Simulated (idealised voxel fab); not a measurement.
process module | voxel lift off
170 nm wide, 5 nm square cells: that's cross-section cut.
Notation: cross-section as square-cell grid; stated in bands, top first, going down; one or more cell rows per band.
Top height, bottom height, nm. Materials left to right, width each, nm. Single material + "edge to edge" = fills band edge to edge. "empty" = empty.
Convention: height 0 is the level below which the wafer, as received, is all one material. The lowest band does not terminate at the bottom but continues downward, represented as "0..down".
A width given as "30..40" starts at the first number in the band's top row and ends at the second number in its bottom row, shifting by an equal amount at every step from row to row.
"everything unchanged", as given for a step, is the statement that not any cell of the cross-section underwent a change during that step.
Empty spaces counting at least 8 cells and having no open way to the top are listed in "Enclosed cavity list". The notation width x height at distance is used for each, the distance being from the left edge and all three values in nm.
On each step's line, the part that comes after the settings is the simulator's own comment on the step.
overlay nm: mask right of planned place by this much (step with mask). Neg. = left.

**The following list gives the planned process steps**
1: op RECEIVE | material Si
2: op CONFORMAL_DEP | material SiO2 | thk nm 15
3: op PATTERN | tone open | mask id LINES | material resist | width nm 25 | pitch nm 55 | thk nm 15 | overlay nm 0
4: op DIRECTIONAL_DEP | material Ru | thk nm 5
5: op STRIP | etch materials resist
6: op CONFORMAL_DEP | material SiO2 | thk nm 5

**First wafer, two in total, run as planned**

**Cross-section of the incoming wafer, state after step 1**
- 0..down: Si edge to edge
- Enclosed cavity list: none

**Cross-sectional representation of the wafer at the conclusion of step 2**
- 15..0: SiO2 edge to edge
- Nothing below the height 0 has changed.

**Cross-sectional representation of the wafer at the conclusion of step 3**
- 30..15: resist 15  empty 25  resist 30  empty 25  resist 30  empty 25  resist 20
- Nothing below the height 15 has changed.

**Cross-sectional representation of the wafer at the conclusion of step 4**
- 35..30: Ru 15  empty 25  Ru 30  empty 25  Ru 30  empty 25  Ru 20
- 30..20: resist 15  empty 25  resist 30  empty 25  resist 30  empty 25  resist 20
- 20..15: resist 15  Ru 25  resist 30  Ru 25  resist 30  Ru 25  resist 20
- Nothing below the height 15 has changed.

**Cross-sectional representation of the wafer at the conclusion of step 5**
- 20..15: empty 15  Ru 25  empty 30  Ru 25  empty 30  Ru 25  empty 20
- Nothing below the height 15 has changed.

**Cross-sectional representation of the wafer at the conclusion of step 6**
- 25..20: empty 10  SiO2 35  empty 20  SiO2 35  empty 20  SiO2 35  empty 15
- 20..15: SiO2 15  Ru 25  SiO2 30  Ru 25  SiO2 30  Ru 25  SiO2 20
- Nothing below the height 15 has changed.

**It is to be noted that the second wafer proceeded from the same initial state and according to the same plan as the first, although one mistake was committed in its execution; through step 2, inclusive, the two wafers share an identical history**

**The second wafer cut through, at the time step 3 was supposed to be finished**
- 30..15: resist 20  empty 25  resist 30  empty 25  resist 30  empty 25  resist 15
- Nothing below the height 15 has changed.

**The second wafer cut through, at the time step 4 was supposed to be finished**
- 35..30: Ru 20  empty 25  Ru 30  empty 25  Ru 30  empty 25  Ru 15
- 30..20: resist 20  empty 25  resist 30  empty 25  resist 30  empty 25  resist 15
- 20..15: resist 20  Ru 25  resist 30  Ru 25  resist 30  Ru 25  resist 15
- Nothing below the height 15 has changed.

**The second wafer cut through, at the time step 5 was supposed to be finished**
- 20..15: empty 20  Ru 25  empty 30  Ru 25  empty 30  Ru 25  empty 15
- Nothing below the height 15 has changed.

**The second wafer cut through, at the time step 6 was supposed to be finished**
- 25..20: empty 15  SiO2 35  empty 20  SiO2 35  empty 20  SiO2 35  empty 10
- 20..15: SiO2 20  Ru 25  SiO2 30  Ru 25  SiO2 30  Ru 25  SiO2 15
- Nothing below the height 15 has changed.
Error vs. plan: step 3 ran with different settings than intended, the actual operation and settings being op PATTERN | tone open | mask id LINES | material resist | width nm 25 | pitch nm 55 | thk nm 15 | overlay nm 5
Final wafers compared: equal cell tally per material, rearranged layout.
